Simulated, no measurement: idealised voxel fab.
Documented hereafter: the process module known as voxel double patterning.
FYI the section here is cut, 150 nm wide, cells are 5 nm squares.
Cross-section, as written here: a square-cell grid given band by band from the top down, where a band holds one or more rows of cells.
Band entry format. Leading values: height of top, height of bottom, nm. Remainder: materials in left-to-right order, each with its width in nm. Special words: "all across" on a single material, which then fills the band edge to edge; "empty", empty space.
Measure heights from 0. That's the level where, below it, the as-received wafer is all one material. The lowest band is bottomless and extends downward; write it as in "0 and below".
The two numbers in a width such as "30..40" mark its ends across the band: the first belongs to the top row of cells, the second to the bottom row, and from each row to the next the width moves by the same amount.
Step marked "remained the same"? Then no cell in the cross-section changed in it.
"Fully enclosed voids": empty spaces of 8 cells or more with no open way to the top, each given as width x height at distance, distance from the left edge, all in nm.
It should be noted that, on the line of a given step, the content following the step's settings is a remark produced by the simulator itself with respect to that step.
Among the settings permitted on a step's line is "overlay nm"; applied to a step with a mask, it specifies the extent to which the mask lay to the right of its planned position, whereas a negative figure signifies a position to the left.
Here's what the planned process steps look like:
step 1: op RECEIVE | material Si
step 2: op CONFORMAL_DEP | material SiN | thk nm 5
step 3: op DIRECTIONAL_DEP | material SiO2 | thk nm 20
step 4: op DIRECTIONAL_DEP | material SiCN | thk nm 5
step 5: op DIRECTIONAL_DEP | material aC | thk nm 10
step 6: op PATTERN | tone open | mask id FIRST | material resist | width nm 15 | pitch nm 50 | thk nm 25 | overlay nm 0
step 7: op DIRECTIONAL_ETCH | etch materials aC | depth nm 10
step 8: op STRIP | etch materials resist
step 9: op DIRECTIONAL_ETCH | etch materials SiCN | depth nm 5
step 10: op STRIP | etch materials aC
step 11: op PATTERN | tone open | mask id SECOND | material resist | width nm 15 | pitch nm 50 | thk nm 15 | overlay nm 0
step 12: op DIRECTIONAL_ETCH | etch materials SiCN | depth nm 5
step 13: op STRIP | etch materials resist
step 14: op DIRECTIONAL_ETCH | etch materials SiO2 | depth nm 20
step 15: op STRIP | etch materials SiCN
Wafer cross-section on receipt, i.e. after step 1:
* 0 and below: Si all across
* Fully enclosed voids: none
What the wafer looks like in cross-section after this module, when it starts as shown above and follows the plan above but one mistake is made in running it:
* 25 down to 5: 40 empty / 15 SiO2 / 35 empty / 15 SiO2 / 45 empty
* 5 down to 0: SiN all across
* 0 and below: Si all across
* Fully enclosed voids: none
What broke from the plan during processing? step 11 was processed under conditions differing from the plan, specifically as op PATTERN | tone cover | mask id SECOND | material resist | width nm 15 | pitch nm 50 | thk nm 15 | overlay nm 0
